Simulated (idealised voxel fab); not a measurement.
Presented below is a process module, voxel ribs on slabs.
Section shown: cut. Width: 295 nm. Cell size: 5 nm, square.
Notation: cross-section as square-cell grid; stated in bands, top first, going down; one or more cell rows per band. Quick guide to a band line: top height, bottom height (nm) up front; then every material left to right with its width in nm. Only one material and it's marked "full width"? Then it fills the band edge to edge. And "air" just means empty space. Height reference: 0 = level under which incoming wafer is all one material. Lowest band: no bottom, runs on downward, e.g. "0 nm and below". Top row gets the first number, bottom row gets the second, and each row in between changes by the same step: that is how a band width like "30->40" works. The cross-section has no changed cell in any step marked "nothing altered". Listed in "Encapsulated voids": every empty space of 8 or more cells without an open way to the top. Form: width x height at distance, the distance being from the left edge, all in nm. Anything after a step's settings on that line? It's the simulator's own note about the step. The "overlay nm" setting may appear on a step's line; for a step that uses a mask, it gives how far to the right of its planned position the mask lay, and a negative value indicates the left.
### Process steps (planned)
1) RECEIVE | material Si
2) DIRECTIONAL_DEP | material SiO2 | thk nm 20
3) DIRECTIONAL_DEP | material SiN | thk nm 15
4) MASKED_ETCH | tone cover | mask id RIB | width nm 20 | etch materials SiN | depth nm 5 | overlay nm 0
5) DIRECTIONAL_DEP | material aC | thk nm 15
6) PATTERN | tone cover | mask id SLAB | material resist | width nm 50 | thk nm 30 | overlay nm 0
7) DIRECTIONAL_ETCH | etch materials aC | depth nm 15
8) STRIP | etch materials resist
9) DIRECTIONAL_ETCH | etch materials SiN | depth nm 10
10) STRIP | etch materials aC
11) FILL_DEP | material SiO2 | thk nm 20
12) CMP | height nm 45
13) DIRECTIONAL_DEP | material TiN | thk nm 5
14) PATTERN | tone cover | mask id HEATER | material resist | width nm 30 | thk nm 15 | overlay nm 0
15) DIRECTIONAL_ETCH | etch materials TiN | depth nm 5
16) STRIP | etch materials resist
17) CONFORMAL_DEP | material SiO2 | thk nm 10
### Incoming wafer, cross-sectional view, post step 1
> 0 nm and below = Si full width
> Encapsulated voids: none
### Cross-sectional image of the first of two wafers at the end of the module, the run having proceeded as planned
> 60 nm to 55 nm = 120 nm air / 50 nm SiO2 / 125 nm air
> 55 nm to 50 nm = SiO2 full width
> 50 nm to 45 nm = 130 nm SiO2 / 30 nm TiN / 135 nm SiO2
> 45 nm to 35 nm = SiO2 full width
> 35 nm to 30 nm = 135 nm SiO2 / 20 nm SiN / 140 nm SiO2
> 30 nm to 20 nm = 120 nm SiO2 / 50 nm SiN / 125 nm SiO2
> 20 nm to 0 nm = SiO2 full width
> 0 nm and below = Si full width
> Encapsulated voids: none
### Presented here is a cross-section of the second of the two wafers as it stood at the end of the module. It was started in the same manner and assigned the same plan as the first wafer; however, one mistake was made in its execution
> 60 nm to 55 nm = 140 nm SiO2 / 10 nm air / 145 nm SiO2
> 55 nm to 50 nm = SiO2 full width
> 50 nm to 45 nm = 130 nm TiN / 30 nm SiO2 / 135 nm TiN
> 45 nm to 35 nm = SiO2 full width
> 35 nm to 30 nm = 135 nm SiO2 / 20 nm SiN / 140 nm SiO2
> 30 nm to 20 nm = 120 nm SiO2 / 50 nm SiN / 125 nm SiO2
> 20 nm to 0 nm = SiO2 full width
> 0 nm and below = Si full width
> Encapsulated voids: none
Run error: step 14 did not use the planned setting and instead ran as PATTERN | tone open | mask id HEATER | material resist | width nm 30 | thk nm 15 | overlay nm 0
End check, counted in cells, second wafer has more or fewer of these materials than the first: TiN +47
